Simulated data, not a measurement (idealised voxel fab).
voxel wiring stack: a process module
This is section cut - it's 230 nm across, gridded in 5 nm square cells.
Heads up, the way a cross-section reads in here is a grid of square cells, handed over as bands from the top down, with every band being one or more rows of cells.
Read a band's entry like this: the first values are the height of its top and the height of its bottom in nm, and what follows is the sequence of materials from left to right, each with its width in nm. Note that "blank" is empty space, and that a single material marked "edge to edge" reaches across the band from edge to edge.
Ref level 0: as-received wafer is one material below here. Bottom band extends down with no lower bound ("0 down").
A width given as "30 to 40" starts at the first number in the band's top row and ends at the second number in its bottom row, shifting by an equal amount at every step from row to row.
Reading "same as before" for a step: not a cell of the cross-section changed in it.
Any empty space of 8 cells or more lacking an open way to the top shows up in "Trapped voids" as width x height at distance, distance from the left edge, in nm.
Past the settings on a step's line: simulator remark, on that step.
The optional step-line setting "overlay nm" applies to steps with a mask and quantifies how far to the right of its planned location the mask lay, a negative value indicating leftward placement.

The steps planned for the process are as follows:
1,RECEIVE | material Si
2,CONFORMAL_DEP | material SiO2 | thk nm 10
3,DIRECTIONAL_DEP | material TiN | thk nm 5
4,DIRECTIONAL_DEP | material W | thk nm 25
5,MASKED_ETCH | tone cover | mask id METAL_1 | width nm 15 | pitch nm 40 | etch materials W | depth nm 25 | overlay nm 0
6,MASKED_ETCH | tone cover | mask id METAL_1 | width nm 25 | pitch nm 40 | etch materials TiN | depth nm 5 | overlay nm 0
7,CONFORMAL_DEP | material SiCN | thk nm 5
8,FILL_DEP | material lowk | thk nm 10
9,CMP | height nm 40
10,CONFORMAL_DEP | material SiCN | thk nm 5
11,DIRECTIONAL_DEP | material SiO2 | thk nm 10
12,PATTERN | tone open | mask id PLUG_1 | material resist | width nm 15 | thk nm 20 | overlay nm 0
13,DIRECTIONAL_ETCH | etch materials SiO2 | depth nm 10
14,DIRECTIONAL_ETCH | etch materials SiCN | depth nm 5
15,STRIP | etch materials resist
16,CONFORMAL_DEP | material TiN | thk nm 5
17,FILL_DEP | material Ru | thk nm 5
18,CMP | height nm 55
19,CONFORMAL_DEP | material SiCN | thk nm 5
20,DIRECTIONAL_DEP | material lowk | thk nm 25
21,MASKED_ETCH | tone open | mask id METAL_2 | width nm 25 | pitch nm 40 | etch materials lowk | depth nm 25 | overlay nm 0
22,MASKED_ETCH | tone open | mask id METAL_2 | width nm 25 | pitch nm 40 | etch materials SiCN | depth nm 5 | overlay nm 0
23,CONFORMAL_DEP | material TiN | thk nm 5
24,FILL_DEP | material Cu | thk nm 5
25,CMP | height nm 85
26,CONFORMAL_DEP | material SiCN | thk nm 5
27,DIRECTIONAL_DEP | material lowk | thk nm 10
28,MASKED_ETCH | tone open | mask id PLUG_2 | width nm 15 | etch materials lowk | depth nm 10 | overlay nm 0
29,MASKED_ETCH | tone open | mask id PLUG_2 | width nm 15 | etch materials SiCN | depth nm 5 | overlay nm 0
30,CONFORMAL_DEP | material TiN | thk nm 5
31,FILL_DEP | material Cu | thk nm 5
32,CMP | height nm 100
33,DIRECTIONAL_DEP | material TiN | thk nm 5
34,DIRECTIONAL_DEP | material W | thk nm 25
35,DIRECTIONAL_DEP | material aC | thk nm 10
36,PATTERN | tone cover | mask id METAL_3 | material resist | width nm 25 | pitch nm 40 | thk nm 25 | overlay nm 0
37,DIRECTIONAL_ETCH | etch materials aC | depth nm 10
38,STRIP | etch materials resist
39,DIRECTIONAL_ETCH | etch materials W | depth nm 25
40,DIRECTIONAL_ETCH | etch materials TiN | depth nm 5
41,STRIP | etch materials aC
42,FILL_DEP | material lowk | thk nm 10
43,CMP | height nm 130
44,CONFORMAL_DEP | material SiCN | thk nm 5
45,DIRECTIONAL_DEP | material lowk | thk nm 10
46,MASKED_ETCH | tone open | mask id PLUG_3 | width nm 15 | etch materials lowk | depth nm 10 | overlay nm 0
47,MASKED_ETCH | tone open | mask id PLUG_3 | width nm 15 | etch materials SiCN | depth nm 5 | overlay nm 0
48,CONFORMAL_DEP | material TiN | thk nm 5
49,FILL_DEP | material W | thk nm 10
50,CMP | height nm 145
51,CONFORMAL_DEP | material SiN | thk nm 5
52,DIRECTIONAL_DEP | material SiO2 | thk nm 25
53,MASKED_ETCH | tone open | mask id METAL_4 | width nm 25 | pitch nm 40 | etch materials SiO2 | depth nm 25 | overlay nm 0
54,MASKED_ETCH | tone open | mask id METAL_4 | width nm 25 | pitch nm 40 | etch materials SiN | depth nm 5 | overlay nm 0
55,CONFORMAL_DEP | material TiN | thk nm 5
56,FILL_DEP | material Ru | thk nm 10
57,CMP | height nm 175
58,EPI | material Ru | thk nm 5
59,FILL_DEP | material SiCN | thk nm 5
Heads up: all these wafers start the same, and what changes between them is the width nm in step 5. The value you see in the plan is just what the first wafer got.

This is how the first of several wafers looked in cross-section when it arrived, which is after step 1:
	0 down | Si edge to edge
	Trapped voids: none

Table: wafers, a row each; end-of-module cell change per material since receipt, gain (+), loss (-); then closed voids:
width nm 15 | +32 Cu | +46 Ru | +303 SiCN | +36 SiN | +358 SiO2 | +101 TiN | +82 W | +744 lowk | Trapped voids: none
width nm 20 | +32 Cu | +46 Ru | +301 SiCN | +36 SiN | +358 SiO2 | +101 TiN | +92 W | +736 lowk | Trapped voids: none
width nm 25 | +32 Cu | +46 Ru | +299 SiCN | +36 SiN | +358 SiO2 | +101 TiN | +102 W | +728 lowk | Trapped voids: none
